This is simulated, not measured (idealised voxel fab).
Proc. module: voxel released beams
Xsec cut, 255 nm wide, square cell size 5 nm.
The cross-sections in this document take the form of a grid made of square cells. They are written out as bands, in order from top to bottom. Each band consists of one or more rows of cells. Band entry format. Leading values: height of top, height of bottom, nm. Remainder: materials in left-to-right order, each with its width in nm. Special words: "everywhere" on a single material, which then fills the band edge to edge; "blank", empty space. A quick word on heights: they are counted from 0, and under that level the wafer as it came to us is one material throughout. The lowest band is different from the rest in having no bottom; it simply continues downward, written as in "0..down". When a width is written as two numbers, as in "30..40", the first number is the width in the top row of cells of the band and the second is the width in its bottom row, and the width changes by the same amount from each row to the next. Where a step carries "same as before", the cross-section came out of it unchanged, cell for cell. The entry "Sealed internal voids" lists the empty spaces that cover at least 8 cells and have no open path to the top. Each is written as width x height at distance, where the distance is measured from the left edge and all three values are in nm. Past the settings on a step's line: simulator remark, on that step. overlay nm: for a step with a mask, the amount by which the mask lay right of where it was planned; a negative amount means left of it.

-- The steps planned for the process are as follows
step 1: RECEIVE (material Si)
step 2: CONFORMAL_DEP (material SiN; thk nm 5)
step 3: DIRECTIONAL_DEP (material SiO2; thk nm 20)
step 4: MASKED_ETCH (tone open; mask id ANCHOR; width nm 40; etch materials SiO2; depth nm 20; overlay nm 0)
step 5: CONFORMAL_DEP (material TiN; thk nm 15)
step 6: DIRECTIONAL_DEP (material aC; thk nm 10)
step 7: PATTERN (tone cover; mask id BEAM; material resist; width nm 85; thk nm 25; overlay nm 0)
step 8: DIRECTIONAL_ETCH (etch materials aC; depth nm 10)
step 9: STRIP (etch materials resist)
step 10: DIRECTIONAL_ETCH (etch materials TiN; depth nm 15)
step 11: STRIP (etch materials aC)
step 12: STRIP (etch materials SiO2)

-- Delivered wafer in cross-section: state after step 1
* 0..down: Si everywhere
* Sealed internal voids: none

-- The first of two wafers, cross-sectioned at the end of the module, with the run proceeding as planned
* 40..25: 80 nm blank; 20 nm TiN; 10 nm blank; 55 nm TiN; 90 nm blank
* 25..20: 85 nm blank; 15 nm TiN; 10 nm blank; 15 nm TiN; 130 nm blank
* 20..5: 85 nm blank; 40 nm TiN; 130 nm blank
* 5..0: SiN everywhere
* 0..down: Si everywhere
* Sealed internal voids: none

-- Same start, same plan as the first wafer - but one mistake in the run. Cross-section of the second of the two at the end of the module
* 20..5: 80 nm blank; 85 nm TiN; 90 nm blank
* 5..0: SiN everywhere
* 0..down: Si everywhere
* Sealed internal voids: none
Diagnosis: the plan's step 3 was left out and never carried out
Once processing is complete, comparing cell counts shows that the second wafer has more or fewer of certain materials than the first: -24 TiN
